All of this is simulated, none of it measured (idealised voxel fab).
The document below concerns the process module designated voxel tone inversion.
In the cross-section labelled cut, the width is 295 nm and each square cell is 5 nm.
Bands, listed from the top down, are how a cross-section gets written in this document; the cross-section itself is a grid of square cells, and a band is one or more rows of them. Top height, bottom height, nm. Materials left to right, width each, nm. Single material + "full width" = fills band edge to edge. "air" = empty. Basically, 0 is our baseline, since under it the wafer straight out of the box is all one material. The bottom band has no lower end and keeps on going down, so it looks like "top 0, no bottom". Think of "30..40" as a width that walks from the first number to the second as you go down the band, top row to bottom row, taking equal-sized steps from row to row. "remained the same" means the step left every cell of the cross-section as it was. The label "Enclosed internal cavities" introduces a list of the empty spaces, 8 cells or larger, that have no open way up to the top; each entry in it reads width x height at distance, where the distance is taken from the left edge and all three are stated in nm. Read whatever lies past the settings on a step's line as the simulator's own remark about the step. A step's line can hold "overlay nm"; with a mask on that step, the setting says how far right of the planned place the mask lay, while a negative setting says it lay to the left.
# Steps in the process plan
1) RECEIVE | material Si
2) CONFORMAL_DEP | material SiCN | thk nm 5
3) DIRECTIONAL_DEP | material aC | thk nm 25
4) PATTERN | tone cover | mask id POSTS | material resist | width nm 25 | pitch nm 40 | thk nm 35 | overlay nm 0
5) DIRECTIONAL_ETCH | etch materials aC | depth nm 25
6) STRIP | etch materials resist
7) FILL_DEP | material lowk | thk nm 5
8) CMP | height nm 30
9) STRIP | etch materials aC
# as received, after step 1
top 0, no bottom | Si full width
Enclosed internal cavities: none
# Here's the cross-section of the first of our two wafers at the end of the module - it ran as planned
top 30, bottom 5 | lowk (75); air (25); lowk (15); air (25); lowk (15); air (25); lowk (15); air (25); lowk (75)
top 5, bottom 0 | SiCN full width
top 0, no bottom | Si full width
Enclosed internal cavities: none
# Same start, same plan as the first wafer - but one mistake in the run. Cross-section of the second of the two at the end of the module
top 30, bottom 25 | lowk full width
top 25, bottom 5 | lowk (75); aC (25); lowk (15); aC (25); lowk (15); aC (25); lowk (15); aC (25); lowk (75)
top 5, bottom 0 | SiCN full width
top 0, no bottom | Si full width
Enclosed internal cavities: none
Diagnosis: step 3 ran with different settings than intended, the actual operation and settings being DIRECTIONAL_DEP | material aC | thk nm 20
At the finish, the second wafer shows more or fewer cells for some materials than the first does: +80 aC | +20 lowk
